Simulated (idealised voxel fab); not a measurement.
process module | voxel tone inversion
Cross-sectional view cut (width: 150 nm; square cell size: 5 nm).
We lay out every cross-section as a grid of square cells and spell it out in bands from the top down, where one band means one or more rows of cells.
First you get the band's top height and its bottom height, in nm, and then the materials it's made of, left to right, with each width in nm. If you see a single material with "throughout", that one covers the band edge to edge. "blank" is empty space.
The reference from which all heights are counted is 0, the level beneath which the as-received wafer is entirely one material; the lowest band, having no lower bound, proceeds downward and is written after the example "0 down".
A two-number width, for instance "30..40", indicates that the width is equal to the first number in the top row of the band and to the second number in the bottom row, and that it changes by a constant amount per row of cells.
"remains unaltered" after a step means that no cell of the cross-section changed.
Any empty space of 8 cells or more lacking an open way to the top shows up in "closed voids" as width x height at distance, distance from the left edge, in nm.
It should be noted that, on the line of a given step, the content following the step's settings is a remark produced by the simulator itself with respect to that step.
overlay nm: step with mask; distance mask lay right of planned place; negative value = left of planned place.

**Set out below are the planned steps of the process**
- 1: RECEIVE: material Si
- 2: CONFORMAL_DEP: material SiN, thk nm 5
- 3: DIRECTIONAL_DEP: material aC, thk nm 15
- 4: PATTERN: tone cover, mask id POSTS, material resist, width nm 25, pitch nm 40, thk nm 25, overlay nm 0
- 5: DIRECTIONAL_ETCH: etch materials aC, depth nm 15
- 6: STRIP: etch materials resist
- 7: FILL_DEP: material SiO2, thk nm 10
- 8: CMP: height nm 20
- 9: STRIP: etch materials aC

**This is the cross-section of the wafer as we received it, i.e. after step 1**
  0 down = Si throughout
  closed voids: none

**Looking at the first of two wafers in cross-section at end of module - ran to plan**
  20 to 5 = 40 of SiO2, 25 of blank, 15 of SiO2, 25 of blank, 45 of SiO2
  5 to 0 = SiN throughout
  0 down = Si throughout
  closed voids: none

**Module end: cross-section of wafer two of two. Same start and process plan as the first wafer. One mistake during execution**
  20 to 5 = 45 of SiO2, 15 of blank, 25 of SiO2, 15 of blank, 50 of SiO2
  5 to 0 = SiN throughout
  0 down = Si throughout
  closed voids: none
Against the plan, the run slipped here: so step 4 ended up running with a different setting than we planned, it ran as PATTERN: tone cover, mask id POSTS, material resist, width nm 15, pitch nm 40, thk nm 25, overlay nm 0
Heads up, by the end the second wafer has more or fewer cells of some materials compared to the first: SiO2 +12
